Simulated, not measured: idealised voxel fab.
Herein follows the process module entitled voxel self aligned contacts.
Section cut is 255 nm wide and gridded with 5 nm square cells.
In this document a cross-section is written as a grid of square cells. It is given as a series of bands, listed from the top down, and a band is one or more rows of cells.
Each band's line starts with the height of the band's top and of its bottom, in nm. Then come its materials from left to right, each with its width in nm. One material with "everywhere" fills the band from edge to edge. "blank" is empty space.
All heights in this document are referenced to 0, defined as the level beneath which the wafer, as received, consists entirely of one material. The lowest band is not bounded below; it extends indefinitely downward and is written in the form "top 0, no bottom".
Quick explanation for "30->40": the width changes in equal steps down the rows of cells, from the first number in the band's top row to the second number in its bottom row.
Where a step carries "no change", the cross-section came out of it unchanged, cell for cell.
Entry "Completely enclosed voids". Content: empty spaces with no open connection to the top, size 8 cells or greater. Each: width x height at distance. Distance: from left edge. Unit: nm.
On each step's line, the part that comes after the settings is the simulator's own comment on the step.
On any step carrying a mask, the "overlay nm" setting, if present on the step's line, tells how far right of its planned place the mask lay; negative values point to the left.
The following list gives the planned process steps:
| 1 | RECEIVE (material Si) |
| 2 | OXIDIZE (depth nm 5) |
| 3 | DIRECTIONAL_DEP (material polySi; thk nm 20) |
| 4 | DIRECTIONAL_DEP (material SiN; thk nm 20) |
| 5 | DIRECTIONAL_DEP (material aC; thk nm 10) |
| 6 | PATTERN (tone cover; mask id GATE; material resist; width nm 35; pitch nm 60; thk nm 30; overlay nm 0) |
| 7 | DIRECTIONAL_ETCH (etch materials aC; depth nm 10) |
| 8 | STRIP (etch materials resist) |
| 9 | DIRECTIONAL_ETCH (etch materials SiN; depth nm 20) |
| 10 | DIRECTIONAL_ETCH (etch materials polySi; depth nm 20) |
| 11 | STRIP (etch materials aC) |
| 12 | CONFORMAL_DEP (material SiN; thk nm 5) |
| 13 | DIRECTIONAL_ETCH (etch materials SiN; depth nm 5) |
| 14 | FILL_DEP (material SiO2; thk nm 15) |
| 15 | CMP (height nm 45) |
| 16 | DIRECTIONAL_DEP (material aC; thk nm 10) |
| 17 | PATTERN (tone open; mask id CONTACT; material resist; width nm 35; pitch nm 60; thk nm 25; overlay nm 0) |
| 18 | DIRECTIONAL_ETCH (etch materials aC; depth nm 10) |
| 19 | STRIP (etch materials resist) |
| 20 | DIRECTIONAL_ETCH (etch materials SiO2; depth nm 50) |
| 21 | STRIP (etch materials aC) |
| 22 | CONFORMAL_DEP (material TiN; thk nm 5) |
| 23 | FILL_DEP (material W; thk nm 10) |
| 24 | CMP (height nm 45) |
| 25 | CONFORMAL_DEP (material SiCN; thk nm 5) |
Cross-section: wafer on arrival = after step 1:
    top 0, no bottom | Si everywhere
    Completely enclosed voids: none
First wafer at the end, as planned:
    top 50, bottom 45 | SiCN everywhere
    top 45, bottom 40 | 80 of SiO2 | 15 of TiN | 5 of W | 15 of TiN | 25 of SiO2 | 15 of TiN | 5 of W | 15 of TiN | 80 of SiO2
    top 40, bottom 20 | 45 of SiO2 | 45 of SiN | 5 of TiN | 5 of W | 5 of TiN | 45 of SiN | 5 of TiN | 5 of W | 5 of TiN | 45 of SiN | 45 of SiO2
    top 20, bottom 0 | 45 of SiO2 | 5 of SiN | 35 of polySi | 5 of SiN | 5 of TiN | 5 of W | 5 of TiN | 5 of SiN | 35 of polySi | 5 of SiN | 5 of TiN | 5 of W | 5 of TiN | 5 of SiN | 35 of polySi | 5 of SiN | 45 of SiO2
    top 0, bottom -5 | 90 of SiO2 | 15 of TiN | 45 of SiO2 | 15 of TiN | 90 of SiO2
    top -5, no bottom | Si everywhere
    Completely enclosed voids: none
Cross-section of the latter of the two wafers at module completion. It had an identical start and an identical plan to the former; in running it, one mistake was made:
    top 50, bottom 45 | SiCN everywhere
    top 45, bottom 40 | 40 of W | 40 of TiN | 35 of SiO2 | 25 of TiN | 35 of SiO2 | 40 of TiN | 40 of W
    top 40, bottom 20 | 40 of W | 5 of TiN | 45 of SiN | 15 of SiO2 | 45 of SiN | 15 of SiO2 | 45 of SiN | 5 of TiN | 40 of W
    top 20, bottom 0 | 40 of W | 5 of TiN | 5 of SiN | 35 of polySi | 5 of SiN | 15 of SiO2 | 5 of SiN | 35 of polySi | 5 of SiN | 15 of SiO2 | 5 of SiN | 35 of polySi | 5 of SiN | 5 of TiN | 40 of W
    top 0, bottom -5 | 45 of TiN | 165 of SiO2 | 45 of TiN
    top -5, no bottom | Si everywhere
    Completely enclosed voids: none
The plan and the run diverged here: step 17 ran differently from the plan; actual operation with settings: PATTERN (tone cover; mask id CONTACT; material resist; width nm 35; pitch nm 60; thk nm 25; overlay nm 0)
Once processing is complete, comparing cell counts shows that the second wafer has more or fewer of certain materials than the first: SiO2 -131 | TiN +5 | W +126
